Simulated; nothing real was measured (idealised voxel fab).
Proc. module: voxel self aligned vias
The cross-section shown here is cut; it is 245 nm wide and divided into square cells measuring 5 nm on a side.
Cross-sections here: square-cell grids, written as top-down lists of bands, a band being one or more rows of cells. Each band's line starts with the height of the band's top and of its bottom, in nm. Then come its materials from left to right, each with its width in nm. One material with "all across" fills the band from edge to edge. "air" is empty space. We count height from 0. Below that, the starting wafer is all one material. The lowest band never ends at the bottom but goes on down; see "0..down" for how that is written. Quick explanation for "30..40": the width changes in equal steps down the rows of cells, from the first number in the band's top row to the second number in its bottom row. When a step is marked "all unchanged", none of the cells in the cross-section changed during that step. "Fully sealed cavities" enumerates empty spaces isolated from the top, with no open way to it, that contain at least 8 cells, giving each as width x height at distance from the left edge, all three in nm. Whatever follows a step's settings on its line is a remark the simulator itself makes about that step. Among the settings permitted on a step's line is "overlay nm"; applied to a step with a mask, it specifies the extent to which the mask lay to the right of its planned position, whereas a negative figure signifies a position to the left.
THESE ARE THE STEPS WE PLANNED FOR THE PROCESS
| 1 | RECEIVE [material Si] |
| 2 | CONFORMAL_DEP [material SiO2] [thk nm 10] |
| 3 | CONFORMAL_DEP [material SiCN] [thk nm 5] |
| 4 | DIRECTIONAL_DEP [material lowk] [thk nm 25] |
| 5 | PATTERN [tone open] [mask id LINES] [material resist] [width nm 30] [pitch nm 65] [thk nm 15] [overlay nm 0] |
| 6 | DIRECTIONAL_ETCH [etch materials lowk] [depth nm 25] |
| 7 | STRIP [etch materials resist] |
| 8 | CONFORMAL_DEP [material TiN] [thk nm 5] |
| 9 | FILL_DEP [material Ru] [thk nm 10] |
| 10 | CMP [height nm 40] |
| 11 | SELECTIVE_ETCH [etch materials W Ru TiN] [depth nm 10] |
| 12 | FILL_DEP [material SiN] [thk nm 5] |
| 13 | CMP [height nm 40] |
| 14 | DIRECTIONAL_DEP [material lowk] [thk nm 15] |
| 15 | MASKED_ETCH [tone open] [mask id VIAS] [width nm 40] [pitch nm 65] [etch materials lowk] [depth nm 15] [overlay nm 0] |
| 16 | MASKED_ETCH [tone open] [mask id VIAS] [width nm 40] [pitch nm 65] [etch materials SiN] [depth nm 10] [overlay nm 0] |
| 17 | CONFORMAL_DEP [material TiN] [thk nm 5] |
| 18 | FILL_DEP [material Ru] [thk nm 10] |
| 19 | CMP [height nm 55] |
| 20 | CONFORMAL_DEP [material SiN] [thk nm 5] |
INCOMING WAFER, CROSS-SECTIONAL VIEW, POST STEP 1
* 0..down | Si all across
* Fully sealed cavities: none
THE FOLLOWING CROSS-SECTION DEPICTS THE WAFER UPON CONCLUSION OF THE MODULE. PROCESSING COMMENCED FROM THE STARTING CONDITION ILLUSTRATED ABOVE AND ADHERED TO THE PLAN ILLUSTRATED ABOVE, SAVE FOR ONE MISTAKE IN EXECUTION
* 60..55 | SiN all across
* 55..45 | 35 lowk, then 5 TiN, then 30 Ru, then 5 TiN, then 25 lowk, then 5 TiN, then 30 Ru, then 5 TiN, then 25 lowk, then 5 TiN, then 30 Ru, then 5 TiN, then 40 lowk
* 45..35 | 35 lowk, then 5 TiN, then 20 Ru, then 15..5 TiN, then 25..35 lowk, then 5 TiN, then 20 Ru, then 15..5 TiN, then 25..35 lowk, then 5 TiN, then 20 Ru, then 15..5 TiN, then 40..50 lowk
* 35..30 | 35 lowk, then 30 TiN, then 35 lowk, then 30 TiN, then 35 lowk, then 30 TiN, then 50 lowk
* 30..20 | 35 lowk, then 5 TiN, then 20 Ru, then 5 TiN, then 35 lowk, then 5 TiN, then 20 Ru, then 5 TiN, then 35 lowk, then 5 TiN, then 20 Ru, then 5 TiN, then 50 lowk
* 20..15 | 35 lowk, then 30 TiN, then 35 lowk, then 30 TiN, then 35 lowk, then 30 TiN, then 50 lowk
* 15..10 | SiCN all across
* 10..0 | SiO2 all across
* 0..down | Si all across
* Fully sealed cavities: none
Deviation noted in wafer processing: step 5 deviated from plan and actually ran as PATTERN [tone open] [mask id LINES] [material resist] [width nm 30] [pitch nm 65] [thk nm 15] [overlay nm -5]
